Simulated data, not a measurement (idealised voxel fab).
The following is a process module called voxel wiring stack.
Cross-section cut spans 280 nm and uses square cells 5 nm in size.
Format of a cross-section: grid, square cells. Given as bands. Order: top down. Band: one or more rows of cells. Look at the band entry: it leads with the top's height and the bottom's height in nm. Then it lists the materials left to right, with a width in nm for each. The word "all across" on a single material says that material fills the band edge to edge. The word "empty" is empty space. For the purposes of this specification, 0 denotes the height below which the wafer in its as-received condition is composed wholly of one material, and the lowermost band, lacking a lower limit, extends downward without end, as expressed in "0 and below". The expression "30 to 40" gives the width at the extremes of the band, the first number at its top row of cells and the second at its bottom row, with the width changing by equal amounts from each row to the next in between. The designation "nothing changed", where it is given for a processing step, indicates that no cell of the cross-section was altered in the course of that step. Entry "closed voids" = empty spaces >= 8 cells with no open way to the top; each as width x height at distance, distance from left edge, all nm. If you see something after the settings on a step's line, that's the simulator's own remark about that step. A step line may carry the setting "overlay nm", which, for steps involving a mask, states the distance by which the mask lay to the right of its intended position; negative values denote displacement to the left. In what follows, pairs of cross-sections are presented, each taken before and after one process step, with the after cross-section shown only down to the lowest band that was altered; the step, together with its settings, is stated below the pair. The pairs may stem from different runs of this module on the same starting wafer; accordingly, a pair should be taken as continuing from the one above it solely where its entry headed "Before-step section" indicates as much.
## Before-step section
	80 down to 70 = lowk 55 nm; Ru 20 nm; lowk 30 nm; Ru 20 nm; lowk 30 nm; Ru 20 nm; lowk 30 nm; Ru 20 nm; lowk 55 nm
	70 down to 65 = lowk 55 nm; TiN 20 nm; lowk 30 nm; TiN 20 nm; lowk 30 nm; TiN 20 nm; lowk 30 nm; TiN 20 nm; lowk 55 nm
	65 down to 40 = Ru all across
	40 down to 35 = SiCN all across
	35 down to 15 = lowk 55 nm; TiN 5 nm; W 10 nm; TiN 5 nm; lowk 30 nm; TiN 5 nm; W 10 nm; TiN 5 nm; lowk 30 nm; TiN 5 nm; W 10 nm; TiN 5 nm; lowk 30 nm; TiN 5 nm; W 10 nm; TiN 5 nm; lowk 55 nm
	15 down to 10 = SiN 55 nm; TiN 20 nm; SiN 30 nm; TiN 20 nm; SiN 30 nm; TiN 20 nm; SiN 30 nm; TiN 20 nm; SiN 55 nm
	10 down to 0 = SiO2 all across
	0 and below = Si all across
	closed voids: none
## State After Step
	85 down to 80 = SiN all across
	below 80: unchanged
	closed voids: none
Which operation lies between the before and after views above? CONFORMAL_DEP [material SiN] [thk nm 5]
## Before-step section
	90 down to 80 = aC all across
	80 down to 55 = Ru all across
	55 down to 50 = TiN all across
	50 down to 40 = SiO2 55 nm; Ru 15 nm; SiO2 35 nm; Ru 15 nm; SiO2 35 nm; Ru 15 nm; SiO2 35 nm; Ru 15 nm; SiO2 60 nm
	40 down to 35 = SiCN 55 nm; Ru 15 nm; SiCN 35 nm; Ru 15 nm; SiCN 35 nm; Ru 15 nm; SiCN 35 nm; Ru 15 nm; SiCN 60 nm
	35 down to 15 = lowk 55 nm; TiN 5 nm; W 10 nm; TiN 5 nm; lowk 30 nm; TiN 5 nm; W 10 nm; TiN 5 nm; lowk 30 nm; TiN 5 nm; W 10 nm; TiN 5 nm; lowk 30 nm; TiN 5 nm; W 10 nm; TiN 5 nm; lowk 55 nm
	15 down to 10 = SiN 55 nm; TiN 20 nm; SiN 30 nm; TiN 20 nm; SiN 30 nm; TiN 20 nm; SiN 30 nm; TiN 20 nm; SiN 55 nm
	10 down to 0 = SiO2 all across
	0 and below = Si all across
	closed voids: none
## State After Step
	115 down to 90 = resist 55 nm; empty 20 nm; resist 30 nm; empty 20 nm; resist 30 nm; empty 20 nm; resist 30 nm; empty 20 nm; resist 55 nm
	below 90: unchanged
	closed voids: none
Which operation lies between the before and after views above? PATTERN [tone open] [mask id METAL_2] [material resist] [width nm 20] [pitch nm 50] [thk nm 25] [overlay nm 0]
Before-step section: identical to the post-step cross-section of the immediately preceding pair.
## State After Step
	105 down to 90 = resist 55 nm; empty 20 nm; resist 30 nm; empty 20 nm; resist 30 nm; empty 20 nm; resist 30 nm; empty 20 nm; resist 55 nm
	90 down to 80 = aC 55 nm; empty 20 nm; aC 30 nm; empty 20 nm; aC 30 nm; empty 20 nm; aC 30 nm; empty 20 nm; aC 55 nm
	below 80: unchanged
	closed voids: none
Which operation lies between the before and after views above? DIRECTIONAL_ETCH [etch materials aC] [depth nm 10]
Before-step section: identical to the post-step cross-section of the immediately preceding pair.
## State After Step
	90 down to 80 = aC 55 nm; empty 20 nm; aC 30 nm; empty 20 nm; aC 30 nm; empty 20 nm; aC 30 nm; empty 20 nm; aC 55 nm
	below 80: unchanged
	closed voids: none
Which operation lies between the before and after views above? STRIP [etch materials resist]
Before-step section: identical to the post-step cross-section of the immediately preceding pair.
## State After Step
	90 down to 80 = aC 55 nm; empty 20 nm; aC 30 nm; empty 20 nm; aC 30 nm; empty 20 nm; aC 30 nm; empty 20 nm; aC 55 nm
	80 down to 55 = Ru 55 nm; empty 20 nm; Ru 30 nm; empty 20 nm; Ru 30 nm; empty 20 nm; Ru 30 nm; empty 20 nm; Ru 55 nm
	below 55: unchanged
	closed voids: none
Which operation lies between the before and after views above? DIRECTIONAL_ETCH [etch materials Ru] [depth nm 25]
Before-step section: identical to the post-step cross-section of the immediately preceding pair.
## State After Step
	90 down to 80 = aC 55 nm; empty 20 nm; aC 30 nm; empty 20 nm; aC 30 nm; empty 20 nm; aC 30 nm; empty 20 nm; aC 55 nm
	80 down to 55 = Ru 55 nm; empty 20 nm; Ru 30 nm; empty 20 nm; Ru 30 nm; empty 20 nm; Ru 30 nm; empty 20 nm; Ru 55 nm
	55 down to 50 = TiN 55 nm; empty 20 nm; TiN 30 nm; empty 20 nm; TiN 30 nm; empty 20 nm; TiN 30 nm; empty 20 nm; TiN 55 nm
	below 50: unchanged
	closed voids: none
Which operation lies between the before and after views above? DIRECTIONAL_ETCH [etch materials TiN] [depth nm 5]
Before-step section: identical to the post-step cross-section of the immediately preceding pair.
## State After Step
	80 down to 55 = Ru 55 nm; empty 20 nm; Ru 30 nm; empty 20 nm; Ru 30 nm; empty 20 nm; Ru 30 nm; empty 20 nm; Ru 55 nm
	below 55: unchanged
	closed voids: none
Which operation lies between the before and after views above? STRIP [etch materials aC]
Before-step section: identical to the post-step cross-section of the immediately preceding pair.
## State After Step
	90 down to 80 = lowk all across
	80 down to 55 = Ru 55 nm; lowk 20 nm; Ru 30 nm; lowk 20 nm; Ru 30 nm; lowk 20 nm; Ru 30 nm; lowk 20 nm; Ru 55 nm
	55 down to 50 = TiN 55 nm; lowk 20 nm; TiN 30 nm; lowk 20 nm; TiN 30 nm; lowk 20 nm; TiN 30 nm; lowk 20 nm; TiN 55 nm
	below 50: unchanged
	closed voids: none
Which operation lies between the before and after views above? FILL_DEP [material lowk] [thk nm 10]
Before-step section: identical to the post-step cross-section of the immediately preceding pair.
## State After Step
	80 down to 55 = Ru 55 nm; lowk 20 nm; Ru 30 nm; lowk 20 nm; Ru 30 nm; lowk 20 nm; Ru 30 nm; lowk 20 nm; Ru 55 nm
	below 55: unchanged
	closed voids: none
Which operation lies between the before and after views above? CMP [height nm 80]
Before-step section: identical to the post-step cross-section of the immediately preceding pair.
## State After Step
	85 down to 80 = SiN all across
	below 80: unchanged
	closed voids: none
Which operation lies between the before and after views above? CONFORMAL_DEP [material SiN] [thk nm 5]
